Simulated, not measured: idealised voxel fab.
Proc. module: voxel trench capacitor
Cross-section cut spans 255 nm and uses square cells 5 nm in size.
Cross-section = grid of square cells, listed top down in bands; band = one or more rows.
What a band's entry tells you: where the top is and where the bottom is, as heights in nm, and after that what lies inside, material by material from left to right, each with its width in nm. Empty space is written as the word "air", and a single material marked with the word "everywhere" occupies the band from edge to edge.
Below 0: as-received wafer, all one material; heights counted from there. Lowest band: no bottom, goes on down, written "0 down".
Read "30 to 40" as a graded width: first number on top, second number at the bottom, same change between each pair of neighbouring rows.
"no alteration" after a step means that no cell of the cross-section changed.
Enclosed voids (no open way to top), threshold 8 cells or more, entry "Fully sealed cavities", notation width x height at distance, distance from left edge, nm.
Heads up: the bit after the settings on a step's line is the simulator's remark on that step.
overlay nm: on a step with a mask, how far right of its planned place the mask lay; negative means left.
### Process steps foreseen in the plan
- 1: RECEIVE, material Si
- 2: CONFORMAL_DEP, material SiN, thk nm 10
- 3: PATTERN, tone open, mask id TRENCH, material resist, width nm 25, pitch nm 50, thk nm 20, overlay nm 0
- 4: DIRECTIONAL_ETCH, etch materials SiN, depth nm 10
- 5: DIRECTIONAL_ETCH, etch materials Si, depth nm 30
- 6: STRIP, etch materials resist
- 7: CONFORMAL_DEP, material Al2O3, thk nm 5
- 8: CONFORMAL_DEP, material TiN, thk nm 5
- 9: FILL_DEP, material W, thk nm 10
- 10: CMP, height nm 10
### Step 1 complete: cross-section of the wafer as received
- 0 down  Si everywhere
- Fully sealed cavities: none
### The plan above was carried out on the starting structure above with one mistake, and this cross-section shows the wafer at the end of the module
- 10 to 0  SiN=45, Al2O3=5, TiN=10, Al2O3=5, SiN=30, Al2O3=5, TiN=10, Al2O3=5, SiN=30, Al2O3=5, TiN=10, Al2O3=5, SiN=30, Al2O3=5, TiN=10, Al2O3=5, SiN=40
- 0 to -25  Si=45, Al2O3=5, TiN=10, Al2O3=5, Si=30, Al2O3=5, TiN=10, Al2O3=5, Si=30, Al2O3=5, TiN=10, Al2O3=5, Si=30, Al2O3=5, TiN=10, Al2O3=5, Si=40
- -25 to -30  Si=45, Al2O3=20, Si=30, Al2O3=20, Si=30, Al2O3=20, Si=30, Al2O3=20, Si=40
- -30 down  Si everywhere
- Fully sealed cavities: none
Run error: off-plan run, step 3, actual operation and settings PATTERN, tone open, mask id TRENCH, material resist, width nm 20, pitch nm 50, thk nm 20, overlay nm 0
